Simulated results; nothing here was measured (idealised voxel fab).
This section sets out a process module, namely voxel transistor to metal.
Square cells of 5 nm make up the cross-section cut, whose width is 275 nm.
Just so we're on the same page, the cross-sections are grids of square cells, and they're listed out in bands top to bottom, each band one or more rows deep.
This entry defines a band. It first specifies the height of the band's top and the height of its bottom in nm, and then specifies the band's materials from left to right, stating each material with its width in nm. The word "edge to edge" identifies a single material that fills the band from edge to edge, while the word "blank" identifies empty space.
Where do heights start? At 0: under that level the wafer as delivered is made of one material only. And the lowest band has no floor; it just carries on downward, as in "0 down".
Width "30..40": first value at the band's top row of cells, second value at its bottom row, equal change from row to row.
"no change", as given for a step, is the statement that not any cell of the cross-section underwent a change during that step.
The entry titled "Closed cavities" provides the empty spaces that have no open way to the top, restricted to those of 8 cells or more. Each is presented as width x height at distance, the distance being measured from the left edge, with all three in nm.
Post-settings text on a step line: simulator's own remark regarding the step.
A step line may carry the setting "overlay nm", which, for steps involving a mask, states the distance by which the mask lay to the right of its intended position; negative values denote displacement to the left.

[Here's what the planned process steps look like]
1) RECEIVE (material Si)
2) CONFORMAL_DEP (material SiO2; thk nm 5)
3) CONFORMAL_DEP (material SiN; thk nm 15)
4) MASKED_ETCH (tone cover; mask id ACTIVE; width nm 105; pitch nm 130; etch materials SiN; depth nm 15; overlay nm 0)
5) MASKED_ETCH (tone cover; mask id ACTIVE; width nm 105; pitch nm 130; etch materials SiO2; depth nm 5; overlay nm -5)
6) MASKED_ETCH (tone cover; mask id ACTIVE; width nm 105; pitch nm 130; etch materials Si; depth nm 25; overlay nm 0)
7) FILL_DEP (material SiO2; thk nm 5)
8) CMP (height nm 20)
9) SELECTIVE_ETCH (etch materials SiO2; depth nm 10)
10) STRIP (etch materials SiN)
11) SELECTIVE_ETCH (etch materials SiO2; depth nm 5)
12) OXIDIZE (depth nm 5)
13) DIRECTIONAL_DEP (material polySi; thk nm 25)
14) DIRECTIONAL_DEP (material SiCN; thk nm 10)
15) PATTERN (tone cover; mask id GATE; material resist; width nm 25; pitch nm 130; thk nm 20; overlay nm 0)
16) DIRECTIONAL_ETCH (etch materials SiCN; depth nm 20)
17) DIRECTIONAL_ETCH (etch materials polySi; depth nm 35)
18) STRIP (etch materials resist)
19) CONFORMAL_DEP (material SiN; thk nm 5)
20) DIRECTIONAL_ETCH (etch materials SiN; depth nm 5)
21) DIRECTIONAL_ETCH (etch materials SiO2; depth nm 5)
22) DIRECTIONAL_ETCH (etch materials Si; depth nm 5)
23) EPI (material nSi; thk nm 10)
24) FILL_DEP (material SiO2; thk nm 10)
25) CMP (height nm 25)
26) STRIP (etch materials polySi)
27) SELECTIVE_ETCH (etch materials SiO2; depth nm 5)
28) CONFORMAL_DEP (material HfO2; thk nm 5)
29) CONFORMAL_DEP (material TiN; thk nm 5)
30) FILL_DEP (material W; thk nm 5)
31) CMP (height nm 20)
32) DIRECTIONAL_DEP (material SiO2; thk nm 10)
33) PATTERN (tone open; mask id CONTACT; material resist; width nm 15; thk nm 15; overlay nm 0)
34) DIRECTIONAL_ETCH (etch materials SiO2; depth nm 30)
35) STRIP (etch materials resist)
36) CONFORMAL_DEP (material TiN; thk nm 5)
37) FILL_DEP (material W; thk nm 5)
38) CMP (height nm 30)
39) CONFORMAL_DEP (material SiCN; thk nm 5)
40) DIRECTIONAL_DEP (material SiO2; thk nm 15)
41) DIRECTIONAL_DEP (material aC; thk nm 15)
42) PATTERN (tone open; mask id METAL_1; material resist; width nm 15; thk nm 35; overlay nm 0)
43) DIRECTIONAL_ETCH (etch materials aC; depth nm 15)
44) STRIP (etch materials resist)
45) DIRECTIONAL_ETCH (etch materials SiO2; depth nm 15)
46) DIRECTIONAL_ETCH (etch materials SiCN; depth nm 5)
47) STRIP (etch materials aC)
48) CONFORMAL_DEP (material TiN; thk nm 5)
49) FILL_DEP (material W; thk nm 5)
50) CMP (height nm 50)
51) EPI (material Ru; thk nm 5)
52) FILL_DEP (material SiCN; thk nm 5)
The plan's step 5 overlay nm is the first wafer's value; the wafers differ in this setting and start identical.

[First of several wafers, received after step 1, in cross-section]
* 0 down: Si edge to edge
* Closed cavities: none

[Cross-section of the first of several wafers, taken after step 52, where the module ends]
* 60 to 55: SiCN edge to edge
* 55 to 50: SiCN=25; Ru=25; SiCN=45; Ru=25; SiCN=35; Ru=25; SiCN=45; Ru=25; SiCN=25
* 50 to 35: SiO2=30; TiN=5; W=5; TiN=5; SiO2=55; TiN=5; W=5; TiN=5; SiO2=45; TiN=5; W=5; TiN=5; SiO2=55; TiN=5; W=5; TiN=5; SiO2=30
* 35 to 30: SiCN=30; TiN=15; SiCN=55; TiN=15; SiCN=45; TiN=15; SiCN=55; TiN=15; SiCN=30
* 30 to 20: SiO2=30; TiN=5; W=5; TiN=5; SiO2=55; TiN=5; W=5; TiN=5; SiO2=45; TiN=5; W=5; TiN=5; SiO2=55; TiN=5; W=5; TiN=5; SiO2=30
* 20 to 5: SiO2=30; TiN=5; W=5; TiN=5; SiO2=10; SiN=5; HfO2=5; TiN=5; W=5; TiN=5; HfO2=5; SiN=5; SiO2=10; TiN=5; W=5; TiN=5; SiO2=45; TiN=5; W=5; TiN=5; SiO2=10; SiN=5; HfO2=5; TiN=5; W=5; TiN=5; HfO2=5; SiN=5; SiO2=10; TiN=5; W=5; TiN=5; SiO2=30
* 5 to 0: SiO2=15; SiN=5; nSi=10; TiN=15; nSi=10; SiN=5; HfO2=5; TiN=15; HfO2=5; SiN=5; nSi=10; TiN=15; SiO2=10; SiN=5; SiO2=15; SiN=5; nSi=10; TiN=15; nSi=10; SiN=5; HfO2=5; TiN=15; HfO2=5; SiN=5; nSi=10; TiN=15; SiO2=10; SiN=5; SiO2=15
* 0 to -5: SiO2=20; nSi=35; HfO2=35; nSi=35; SiO2=25; nSi=35; HfO2=35; nSi=35; SiO2=20
* -5 to -10: SiO2=15; Si=5; nSi=35; Si=35; nSi=35; SiO2=20; Si=5; nSi=35; Si=35; nSi=35; SiO2=20
* -10 to -25: SiO2=15; Si=110; SiO2=20; Si=110; SiO2=20
* -25 down: Si edge to edge
* Closed cavities: none

[Final wafer cross-section at module end]
* 60 to 55: SiCN edge to edge
* 55 to 50: SiCN=25; Ru=25; SiCN=45; Ru=25; SiCN=35; Ru=25; SiCN=45; Ru=25; SiCN=25
* 50 to 35: SiO2=30; TiN=5; W=5; TiN=5; SiO2=55; TiN=5; W=5; TiN=5; SiO2=45; TiN=5; W=5; TiN=5; SiO2=55; TiN=5; W=5; TiN=5; SiO2=30
* 35 to 30: SiCN=30; TiN=15; SiCN=55; TiN=15; SiCN=45; TiN=15; SiCN=55; TiN=15; SiCN=30
* 30 to 20: SiO2=30; TiN=5; W=5; TiN=5; SiO2=55; TiN=5; W=5; TiN=5; SiO2=45; TiN=5; W=5; TiN=5; SiO2=55; TiN=5; W=5; TiN=5; SiO2=30
* 20 to 5: SiO2=30; TiN=5; W=5; TiN=5; SiO2=10; SiN=5; HfO2=5; TiN=5; W=5; TiN=5; HfO2=5; SiN=5; SiO2=10; TiN=5; W=5; TiN=5; SiO2=45; TiN=5; W=5; TiN=5; SiO2=10; SiN=5; HfO2=5; TiN=5; W=5; TiN=5; HfO2=5; SiN=5; SiO2=10; TiN=5; W=5; TiN=5; SiO2=30
* 5 to 0: SiO2=15; SiN=5; SiO2=10; TiN=15; nSi=10; SiN=5; HfO2=5; TiN=15; HfO2=5; SiN=5; nSi=10; TiN=15; nSi=10; SiN=5; SiO2=15; SiN=5; SiO2=10; TiN=15; nSi=10; SiN=5; HfO2=5; TiN=15; HfO2=5; SiN=5; nSi=10; TiN=15; nSi=10; SiN=5; SiO2=15
* 0 to -5: SiO2=20; nSi=35; HfO2=35; nSi=35; SiO2=25; nSi=35; HfO2=35; nSi=35; SiO2=20
* -5 to -10: SiO2=20; nSi=35; Si=35; nSi=35; Si=5; SiO2=20; nSi=35; Si=35; nSi=35; Si=5; SiO2=15
* -10 to -25: SiO2=20; Si=110; SiO2=20; Si=110; SiO2=15
* -25 down: Si edge to edge
* Closed cavities: none

[Quick key for the table: a row per wafer, taken at the end of the module. For each material it tells you how many cells the wafer gained (+) or lost (-) since it came in, and the closed voids come after]
overlay nm -5, +30 HfO2, +20 Ru, -127 Si, +133 SiCN, +20 SiN, +372 SiO2, +106 TiN, +38 W, +68 nSi, Closed cavities: none
overlay nm 0, +30 HfO2, +20 Ru, -135 Si, +133 SiCN, +20 SiN, +384 SiO2, +106 TiN, +38 W, +64 nSi, Closed cavities: none
overlay nm 5, +30 HfO2, +20 Ru, -127 Si, +133 SiCN, +20 SiN, +372 SiO2, +106 TiN, +38 W, +68 nSi, Closed cavities: none
